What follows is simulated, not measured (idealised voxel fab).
This is a process module. Its name is voxel fin reveal.
Cross-sectional view cut (width: 290 nm; square cell size: 5 nm).
The cross-sections in this document take the form of a grid made of square cells. They are written out as bands, in order from top to bottom. Each band consists of one or more rows of cells.
Band entry format. Leading values: height of top, height of bottom, nm. Remainder: materials in left-to-right order, each with its width in nm. Special words: "all across" on a single material, which then fills the band edge to edge; "blank", empty space.
Zero point of the height axis is 0; under it, received wafer = one material. Lowest band: continues down indefinitely, "0..down".
A width given as "30 to 40" starts at the first number in the band's top row and ends at the second number in its bottom row, shifting by an equal amount at every step from row to row.
Take "no modification" at face value: in the step it is given for, the cross-section changed in none of its cells.
Basically, "Closed internal cavities" tells you about the enclosed voids: empty spaces with no open way to the top, 8 cells or bigger, each written width x height at distance, where distance is from the left edge, all in nm.
Post-settings text on a step line: simulator's own remark regarding the step.
The line of a step may include "overlay nm". On a step with a mask, this value is how far to the right of its planned place the mask lay. A negative value means the mask lay to the left.

THESE ARE THE STEPS WE PLANNED FOR THE PROCESS
| 1 | RECEIVE | material Si |
| 2 | CONFORMAL_DEP | material SiN | thk nm 5 |
| 3 | MASKED_ETCH | tone cover | mask id FINS | width nm 15 | pitch nm 45 | etch materials SiN | depth nm 5 | overlay nm 0 |
| 4 | MASKED_ETCH | tone cover | mask id FINS | width nm 15 | pitch nm 45 | etch materials Si | depth nm 40 | overlay nm 0 |
| 5 | FILL_DEP | material SiO2 | thk nm 10 |
| 6 | CMP | height nm 5 |
| 7 | SELECTIVE_ETCH | etch materials SiO2 | depth nm 20 |
| 8 | STRIP | etch materials SiN |
| 9 | CONFORMAL_DEP | material HfO2 | thk nm 5 |

FIRST OF TWO WAFERS: RUN AS PLANNED

CROSS-SECTION OF THE WAFER AS IT CAME TO US, I.E., ALREADY THROUGH STEP 1
    0..down | Si all across
    Closed internal cavities: none

UPON COMPLETION OF STEP 2, THE WAFER APPEARS IN CROSS-SECTION AS SHOWN
    5..0 | SiN all across
    Unchanged below 0.

UPON COMPLETION OF STEP 3, THE WAFER APPEARS IN CROSS-SECTION AS SHOWN
    5..0 | blank: 70, then SiN: 15, then blank: 30, then SiN: 15, then blank: 30, then SiN: 15, then blank: 30, then SiN: 15, then blank: 70
    Unchanged below 0.

UPON COMPLETION OF STEP 4, THE WAFER APPEARS IN CROSS-SECTION AS SHOWN
    5..0 | blank: 70, then SiN: 15, then blank: 30, then SiN: 15, then blank: 30, then SiN: 15, then blank: 30, then SiN: 15, then blank: 70
    0..-40 | blank: 70, then Si: 15, then blank: 30, then Si: 15, then blank: 30, then Si: 15, then blank: 30, then Si: 15, then blank: 70
    Unchanged below -40.

UPON COMPLETION OF STEP 5, THE WAFER APPEARS IN CROSS-SECTION AS SHOWN
    15..5 | SiO2 all across
    5..0 | SiO2: 70, then SiN: 15, then SiO2: 30, then SiN: 15, then SiO2: 30, then SiN: 15, then SiO2: 30, then SiN: 15, then SiO2: 70
    0..-40 | SiO2: 70, then Si: 15, then SiO2: 30, then Si: 15, then SiO2: 30, then Si: 15, then SiO2: 30, then Si: 15, then SiO2: 70
    Unchanged below -40.

UPON COMPLETION OF STEP 6, THE WAFER APPEARS IN CROSS-SECTION AS SHOWN
    5..0 | SiO2: 70, then SiN: 15, then SiO2: 30, then SiN: 15, then SiO2: 30, then SiN: 15, then SiO2: 30, then SiN: 15, then SiO2: 70
    Unchanged below 0.

UPON COMPLETION OF STEP 7, THE WAFER APPEARS IN CROSS-SECTION AS SHOWN
    5..0 | blank: 70, then SiN: 15, then blank: 30, then SiN: 15, then blank: 30, then SiN: 15, then blank: 30, then SiN: 15, then blank: 70
    0..-15 | blank: 70, then Si: 15, then blank: 30, then Si: 15, then blank: 30, then Si: 15, then blank: 30, then Si: 15, then blank: 70
    Unchanged below -15.

UPON COMPLETION OF STEP 8, THE WAFER APPEARS IN CROSS-SECTION AS SHOWN
    0..-15 | blank: 70, then Si: 15, then blank: 30, then Si: 15, then blank: 30, then Si: 15, then blank: 30, then Si: 15, then blank: 70
    Unchanged below -15.

UPON COMPLETION OF STEP 9, THE WAFER APPEARS IN CROSS-SECTION AS SHOWN
    5..0 | blank: 65, then HfO2: 25, then blank: 20, then HfO2: 25, then blank: 20, then HfO2: 25, then blank: 20, then HfO2: 25, then blank: 65
    0..-10 | blank: 65, then HfO2: 5, then Si: 15, then HfO2: 5, then blank: 20, then HfO2: 5, then Si: 15, then HfO2: 5, then blank: 20, then HfO2: 5, then Si: 15, then HfO2: 5, then blank: 20, then HfO2: 5, then Si: 15, then HfO2: 5, then blank: 65
    -10..-15 | HfO2: 70, then Si: 15, then HfO2: 30, then Si: 15, then HfO2: 30, then Si: 15, then HfO2: 30, then Si: 15, then HfO2: 70
    Unchanged below -15.

WAFER TWO: LIKE WAFER ONE IN START AND PLAN, BUT WITH ONE MISTAKE IN EXECUTION; IDENTICAL UP TO AND INCLUDING STEP 3

THE SECOND WAFER CUT THROUGH, AT THE TIME STEP 4 WAS SUPPOSED TO BE FINISHED
    5..0 | blank: 70, then SiN: 15, then blank: 30, then SiN: 15, then blank: 30, then SiN: 15, then blank: 30, then SiN: 15, then blank: 70
    0..-35 | blank: 70, then Si: 15, then blank: 30, then Si: 15, then blank: 30, then Si: 15, then blank: 30, then Si: 15, then blank: 70
    Unchanged below -35.

THE SECOND WAFER CUT THROUGH, AT THE TIME STEP 5 WAS SUPPOSED TO BE FINISHED
    15..5 | SiO2 all across
    5..0 | SiO2: 70, then SiN: 15, then SiO2: 30, then SiN: 15, then SiO2: 30, then SiN: 15, then SiO2: 30, then SiN: 15, then SiO2: 70
    0..-35 | SiO2: 70, then Si: 15, then SiO2: 30, then Si: 15, then SiO2: 30, then Si: 15, then SiO2: 30, then Si: 15, then SiO2: 70
    Unchanged below -35.

THE SECOND WAFER CUT THROUGH, AT THE TIME STEP 6 WAS SUPPOSED TO BE FINISHED
    5..0 | SiO2: 70, then SiN: 15, then SiO2: 30, then SiN: 15, then SiO2: 30, then SiN: 15, then SiO2: 30, then SiN: 15, then SiO2: 70
    Unchanged below 0.

THE SECOND WAFER CUT THROUGH, AT THE TIME STEP 7 WAS SUPPOSED TO BE FINISHED
    5..0 | blank: 70, then SiN: 15, then blank: 30, then SiN: 15, then blank: 30, then SiN: 15, then blank: 30, then SiN: 15, then blank: 70
    0..-15 | blank: 70, then Si: 15, then blank: 30, then Si: 15, then blank: 30, then Si: 15, then blank: 30, then Si: 15, then blank: 70
    Unchanged below -15.

THE SECOND WAFER CUT THROUGH, AT THE TIME STEP 8 WAS SUPPOSED TO BE FINISHED
    0..-15 | blank: 70, then Si: 15, then blank: 30, then Si: 15, then blank: 30, then Si: 15, then blank: 30, then Si: 15, then blank: 70
    Unchanged below -15.

THE SECOND WAFER CUT THROUGH, AT THE TIME STEP 9 WAS SUPPOSED TO BE FINISHED
    5..0 | blank: 65, then HfO2: 25, then blank: 20, then HfO2: 25, then blank: 20, then HfO2: 25, then blank: 20, then HfO2: 25, then blank: 65
    0..-10 | blank: 65, then HfO2: 5, then Si: 15, then HfO2: 5, then blank: 20, then HfO2: 5, then Si: 15, then HfO2: 5, then blank: 20, then HfO2: 5, then Si: 15, then HfO2: 5, then blank: 20, then HfO2: 5, then Si: 15, then HfO2: 5, then blank: 65
    -10..-15 | HfO2: 70, then Si: 15, then HfO2: 30, then Si: 15, then HfO2: 30, then Si: 15, then HfO2: 30, then Si: 15, then HfO2: 70
    Unchanged below -15.
The mistake made against the process plan was this: step 4 ran as: MASKED_ETCH | tone cover | mask id FINS | width nm 15 | pitch nm 45 | etch materials Si | depth nm 35 | overlay nm 0
Looking at both finished wafers in cells, the second ends up ahead of or behind the first on some materials: Si: 46 more; SiO2: 46 fewer
